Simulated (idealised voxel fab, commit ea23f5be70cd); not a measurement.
The following is a process module called voxel wiring stack.
Pictured: cross-section cut, 285 nm wide, on a grid of 5 nm square cells.
Cross-section layout: square cells on a grid; listed as bands, top to bottom; a band spans one or more cell rows.
Quick guide to a band line: top height, bottom height (nm) up front; then every material left to right with its width in nm. Only one material and it's marked "everywhere"? Then it fills the band edge to edge. And "empty" just means empty space.
All heights in this document are referenced to 0, defined as the level beneath which the wafer, as received, consists entirely of one material. The lowest band is not bounded below; it extends indefinitely downward and is written in the form "z 0 and below".
The width entry "30->40" should be interpreted row by row: the top row of cells in the band takes the first number, the bottom row takes the second number, and the change between adjacent rows is uniform throughout.
Step marked "nothing was modified"? Then no cell in the cross-section changed in it.
Enclosed voids (no open way to top), threshold 8 cells or more, entry "Enclosed voids", notation width x height at distance, distance from left edge, nm.
after a step's settings: what the simulator itself notes on the step
overlay nm: on a step with a mask, how far right of its planned place the mask lay; negative means left.
# Process steps - plan
1. RECEIVE with material Si
2. CONFORMAL_DEP with material SiO2, thk nm 15
3. CONFORMAL_DEP with material SiCN, thk nm 5
4. DIRECTIONAL_DEP with material SiO2, thk nm 25
5. PATTERN with tone open, mask id METAL_1, material resist, width nm 25, pitch nm 45, thk nm 20, overlay nm 0
6. DIRECTIONAL_ETCH with etch materials SiO2, depth nm 25
7. DIRECTIONAL_ETCH with etch materials SiCN, depth nm 5
8. STRIP with etch materials resist
9. CONFORMAL_DEP with material TiN, thk nm 5
10. FILL_DEP with material Cu, thk nm 10
11. CMP with height nm 45
12. CONFORMAL_DEP with material SiCN, thk nm 5
13. DIRECTIONAL_DEP with material lowk, thk nm 35
14. PATTERN with tone open, mask id METAL_2, material resist, width nm 25, pitch nm 45, thk nm 15, overlay nm 0
15. DIRECTIONAL_ETCH with etch materials lowk, depth nm 20
16. STRIP with etch materials resist
17. MASKED_ETCH with tone open, mask id METAL_2_HOLES, width nm 15, etch materials lowk, depth nm 15, overlay nm 0
18. MASKED_ETCH with tone open, mask id METAL_2_HOLES, width nm 15, etch materials SiCN, depth nm 5, overlay nm 0
19. CONFORMAL_DEP with material TiN, thk nm 5
20. FILL_DEP with material Ru, thk nm 10
21. CMP with height nm 85
22. CONFORMAL_DEP with material SiN, thk nm 5
# Here's what the wafer looked like in cross-section when it arrived - that's after step 1
z 0 and below  Si everywhere
Enclosed voids: none
# Cross-sectional image of the first of two wafers at the end of the module, the run having proceeded as planned
z 90 to 85  SiN everywhere
z 85 to 70  lowk: 105 | TiN: 5 | Ru: 15 | TiN: 5 | lowk: 20 | TiN: 5 | Ru: 15 | TiN: 5 | lowk: 110
z 70 to 65  lowk: 105 | TiN: 5 | Ru: 5 | TiN: 15 | lowk: 20 | TiN: 25 | lowk: 110
z 65 to 50  lowk: 105 | TiN: 5 | Ru: 5 | TiN: 5 | lowk: 165
z 50 to 45  SiCN: 105 | TiN: 15 | SiCN: 165
z 45 to 20  SiO2: 105 | TiN: 5 | Cu: 15 | TiN: 5 | SiO2: 20 | TiN: 5 | Cu: 15 | TiN: 5 | SiO2: 110
z 20 to 15  SiCN: 105 | TiN: 25 | SiCN: 20 | TiN: 25 | SiCN: 110
z 15 to 0  SiO2 everywhere
z 0 and below  Si everywhere
Enclosed voids: none
# Wafer two (of two), end-of-module cross-section: start = wafer one, plan = wafer one, one run mistake
z 90 to 85  SiN everywhere
z 85 to 70  lowk: 105 | TiN: 5 | Ru: 15 | TiN: 5 | lowk: 20 | TiN: 5 | Ru: 15 | TiN: 5 | lowk: 110
z 70 to 65  lowk: 105 | TiN: 5 | Ru: 5 | TiN: 15 | lowk: 20 | TiN: 25 | lowk: 110
z 65 to 50  lowk: 105 | TiN: 5 | Ru: 5 | TiN: 5 | lowk: 165
z 50 to 45  SiCN: 105 | TiN: 15 | SiCN: 165
z 45 to 20  SiO2: 110 | TiN: 5 | Cu: 5 | TiN: 5 | SiO2: 30 | TiN: 5 | Cu: 5 | TiN: 5 | SiO2: 115
z 20 to 15  SiCN: 110 | TiN: 15 | SiCN: 30 | TiN: 15 | SiCN: 115
z 15 to 0  SiO2 everywhere
z 0 and below  Si everywhere
Enclosed voids: none
Diagnosis: in deviation from the planned setting, step 5 was conducted as PATTERN with tone open, mask id METAL_1, material resist, width nm 15, pitch nm 45, thk nm 20, overlay nm 0
Upon completion, the second wafer contains, in terms of cells, a greater or smaller amount of certain materials than the first wafer: Cu -20 | SiCN +4 | SiO2 +20 | TiN -4
